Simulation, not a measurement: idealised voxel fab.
Module name: voxel gate over fins (process module)
Xsec cut, 145 nm wide, square cell size 5 nm.
Format of a cross-section: grid, square cells. Given as bands. Order: top down. Band: one or more rows of cells.
For a band, the entry starts with two heights in nm, that of the top and then that of the bottom, and carries on with the band's materials in order from left to right, each alongside its width in nm; the word "full width" beside a single material means it fills the band edge to edge, and "air" means empty space.
Height 0 is the level under which the wafer as received is all one material. The lowest band goes on downwards, as in "0 and below".
Width "30 to 40": first value at the band's top row of cells, second value at its bottom row, equal change from row to row.
Reading "nothing altered" for a step: not a cell of the cross-section changed in it.
"Voids, fully enclosed" - sealed voids, min. 8 cells, no opening to top; format: width x height at distance (distance from left edge; nm throughout).
Whatever follows a step's settings on its line is a remark the simulator itself makes about that step.
overlay nm: where the mask lay relative to plan, measured to the right, on steps with a mask; negatives go left.

THE PLANNED PROCESS STEPS ARE ENUMERATED HEREUNDER
| 1 | RECEIVE with material Si |
| 2 | CONFORMAL_DEP with material SiN, thk nm 10 |
| 3 | MASKED_ETCH with tone cover, mask id FINS, width nm 15, pitch nm 45, etch materials SiN, depth nm 10, overlay nm 0 |
| 4 | MASKED_ETCH with tone cover, mask id FINS, width nm 15, pitch nm 45, etch materials Si, depth nm 35, overlay nm 0 |
| 5 | OXIDIZE with depth nm 5 |
| 6 | FILL_DEP with material SiO2, thk nm 10 |
| 7 | CMP with height nm 10 |
| 8 | SELECTIVE_ETCH with etch materials SiO2, depth nm 25 |
| 9 | STRIP with etch materials SiN |
| 10 | CONFORMAL_DEP with material HfO2, thk nm 5 |
| 11 | CONFORMAL_DEP with material TiN, thk nm 5 |
| 12 | CONFORMAL_DEP with material TiAl, thk nm 5 |
| 13 | CONFORMAL_DEP with material TiN, thk nm 5 |
| 14 | FILL_DEP with material W, thk nm 10 |
| 15 | CMP with height nm 25 |
| 16 | CONFORMAL_DEP with material SiCN, thk nm 10 |

FIRST WAFER, AS PLANNED

HERE'S WHAT THE WAFER LOOKED LIKE IN CROSS-SECTION WHEN IT ARRIVED - THAT'S AFTER STEP 1
- 0 and below = Si full width
- Voids, fully enclosed: none

STEP 2 COMPLETE: CROSS-SECTION THROUGH THE WAFER
- 10 down to 0 = SiN full width
- Everything below 0 is unchanged.

STEP 3 COMPLETE: CROSS-SECTION THROUGH THE WAFER
- 10 down to 0 = air=20  SiN=15  air=30  SiN=15  air=30  SiN=15  air=20
- Everything below 0 is unchanged.

STEP 4 COMPLETE: CROSS-SECTION THROUGH THE WAFER
- 10 down to 0 = air=20  SiN=15  air=30  SiN=15  air=30  SiN=15  air=20
- 0 down to -35 = air=20  Si=15  air=30  Si=15  air=30  Si=15  air=20
- Everything below -35 is unchanged.

STEP 5 COMPLETE: CROSS-SECTION THROUGH THE WAFER
- 10 down to 0 = air=20  SiN=15  air=30  SiN=15  air=30  SiN=15  air=20
- 0 down to -35 = air=20  SiO2=5  Si=5  SiO2=5  air=30  SiO2=5  Si=5  SiO2=5  air=30  SiO2=5  Si=5  SiO2=5  air=20
- -35 down to -40 = SiO2=25  Si=5  SiO2=40  Si=5  SiO2=40  Si=5  SiO2=25
- Everything below -40 is unchanged.

STEP 6 COMPLETE: CROSS-SECTION THROUGH THE WAFER
- 20 down to 10 = SiO2 full width
- 10 down to 0 = SiO2=20  SiN=15  SiO2=30  SiN=15  SiO2=30  SiN=15  SiO2=20
- 0 down to -40 = SiO2=25  Si=5  SiO2=40  Si=5  SiO2=40  Si=5  SiO2=25
- Everything below -40 is unchanged.

STEP 7 COMPLETE: CROSS-SECTION THROUGH THE WAFER
- 10 down to 0 = SiO2=20  SiN=15  SiO2=30  SiN=15  SiO2=30  SiN=15  SiO2=20
- Everything below 0 is unchanged.

STEP 8 COMPLETE: CROSS-SECTION THROUGH THE WAFER
- 10 down to 0 = air=20  SiN=15  air=30  SiN=15  air=30  SiN=15  air=20
- 0 down to -15 = air=25  Si=5  air=40  Si=5  air=40  Si=5  air=25
- Everything below -15 is unchanged.

STEP 9 COMPLETE: CROSS-SECTION THROUGH THE WAFER
- 0 down to -15 = air=25  Si=5  air=40  Si=5  air=40  Si=5  air=25
- Everything below -15 is unchanged.

STEP 10 COMPLETE: CROSS-SECTION THROUGH THE WAFER
- 5 down to 0 = air=20  HfO2=15  air=30  HfO2=15  air=30  HfO2=15  air=20
- 0 down to -10 = air=20  HfO2=5  Si=5  HfO2=5  air=30  HfO2=5  Si=5  HfO2=5  air=30  HfO2=5  Si=5  HfO2=5  air=20
- -10 down to -15 = HfO2=25  Si=5  HfO2=40  Si=5  HfO2=40  Si=5  HfO2=25
- Everything below -15 is unchanged.

STEP 11 COMPLETE: CROSS-SECTION THROUGH THE WAFER
- 10 down to 5 = air=15  TiN=25  air=20  TiN=25  air=20  TiN=25  air=15
- 5 down to 0 = air=15  TiN=5  HfO2=15  TiN=5  air=20  TiN=5  HfO2=15  TiN=5  air=20  TiN=5  HfO2=15  TiN=5  air=15
- 0 down to -5 = air=15  TiN=5  HfO2=5  Si=5  HfO2=5  TiN=5  air=20  TiN=5  HfO2=5  Si=5  HfO2=5  TiN=5  air=20  TiN=5  HfO2=5  Si=5  HfO2=5  TiN=5  air=15
- -5 down to -10 = TiN=20  HfO2=5  Si=5  HfO2=5  TiN=30  HfO2=5  Si=5  HfO2=5  TiN=30  HfO2=5  Si=5  HfO2=5  TiN=20
- Everything below -10 is unchanged.

STEP 12 COMPLETE: CROSS-SECTION THROUGH THE WAFER
- 15 down to 10 = air=10  TiAl=35  air=10  TiAl=35  air=10  TiAl=35  air=10
- 10 down to 5 = air=10  TiAl=5  TiN=25  TiAl=5  air=10  TiAl=5  TiN=25  TiAl=5  air=10  TiAl=5  TiN=25  TiAl=5  air=10
- 5 down to 0 = air=10  TiAl=5  TiN=5  HfO2=15  TiN=5  TiAl=5  air=10  TiAl=5  TiN=5  HfO2=15  TiN=5  TiAl=5  air=10  TiAl=5  TiN=5  HfO2=15  TiN=5  TiAl=5  air=10
- 0 down to -5 = TiAl=15  TiN=5  HfO2=5  Si=5  HfO2=5  TiN=5  TiAl=20  TiN=5  HfO2=5  Si=5  HfO2=5  TiN=5  TiAl=20  TiN=5  HfO2=5  Si=5  HfO2=5  TiN=5  TiAl=15
- Everything below -5 is unchanged.

STEP 13 COMPLETE: CROSS-SECTION THROUGH THE WAFER
- 20 down to 15 = air=5  TiN=135  air=5
- 15 down to 10 = air=5  TiN=5  TiAl=35  TiN=10  TiAl=35  TiN=10  TiAl=35  TiN=5  air=5
- 10 down to 5 = air=5  TiN=5  TiAl=5  TiN=25  TiAl=5  TiN=10  TiAl=5  TiN=25  TiAl=5  TiN=10  TiAl=5  TiN=25  TiAl=5  TiN=5  air=5
- 5 down to 0 = TiN=10  TiAl=5  TiN=5  HfO2=15  TiN=5  TiAl=5  TiN=10  TiAl=5  TiN=5  HfO2=15  TiN=5  TiAl=5  TiN=10  TiAl=5  TiN=5  HfO2=15  TiN=5  TiAl=5  TiN=10
- Everything below 0 is unchanged.

STEP 14 COMPLETE: CROSS-SECTION THROUGH THE WAFER
- 30 down to 20 = W full width
- 20 down to 15 = W=5  TiN=135  W=5
- 15 down to 10 = W=5  TiN=5  TiAl=35  TiN=10  TiAl=35  TiN=10  TiAl=35  TiN=5  W=5
- 10 down to 5 = W=5  TiN=5  TiAl=5  TiN=25  TiAl=5  TiN=10  TiAl=5  TiN=25  TiAl=5  TiN=10  TiAl=5  TiN=25  TiAl=5  TiN=5  W=5
- Everything below 5 is unchanged.

STEP 15 COMPLETE: CROSS-SECTION THROUGH THE WAFER
- 25 down to 20 = W full width
- Everything below 20 is unchanged.

STEP 16 COMPLETE: CROSS-SECTION THROUGH THE WAFER
- 35 down to 25 = SiCN full width
- Everything below 25 is unchanged.

SECOND WAFER, SAME STARTING CONDITIONS AND RECIPE AS THE FIRST, ONE MISTAKE IN EXECUTING IT, NOTHING DIFFERS FROM THE FIRST UP TO AND INCLUDING STEP 11

The second wafer cut through, at the time step 12 was supposed to be finished: nothing altered

THE SECOND WAFER CUT THROUGH, AT THE TIME STEP 13 WAS SUPPOSED TO BE FINISHED
- 15 down to 5 = air=10  TiN=35  air=10  TiN=35  air=10  TiN=35  air=10
- 5 down to 0 = air=10  TiN=10  HfO2=15  TiN=10  air=10  TiN=10  HfO2=15  TiN=10  air=10  TiN=10  HfO2=15  TiN=10  air=10
- 0 down to -10 = TiN=20  HfO2=5  Si=5  HfO2=5  TiN=30  HfO2=5  Si=5  HfO2=5  TiN=30  HfO2=5  Si=5  HfO2=5  TiN=20
- Everything below -10 is unchanged.

THE SECOND WAFER CUT THROUGH, AT THE TIME STEP 14 WAS SUPPOSED TO BE FINISHED
- 25 down to 15 = W full width
- 15 down to 5 = W=10  TiN=35  W=10  TiN=35  W=10  TiN=35  W=10
- 5 down to 0 = W=10  TiN=10  HfO2=15  TiN=10  W=10  TiN=10  HfO2=15  TiN=10  W=10  TiN=10  HfO2=15  TiN=10  W=10
- Everything below 0 is unchanged.

The second wafer cut through, at the time step 15 was supposed to be finished: nothing altered

THE SECOND WAFER CUT THROUGH, AT THE TIME STEP 16 WAS SUPPOSED TO BE FINISHED
- 35 down to 25 = SiCN full width
- Everything below 25 is unchanged.
Want to know what went wrong? not run: step 12 of the plan (skipped)
The final cell counts differ between the wafers, with the second having more or fewer of some materials than the first: TiAl: 47 fewer; W: 47 more
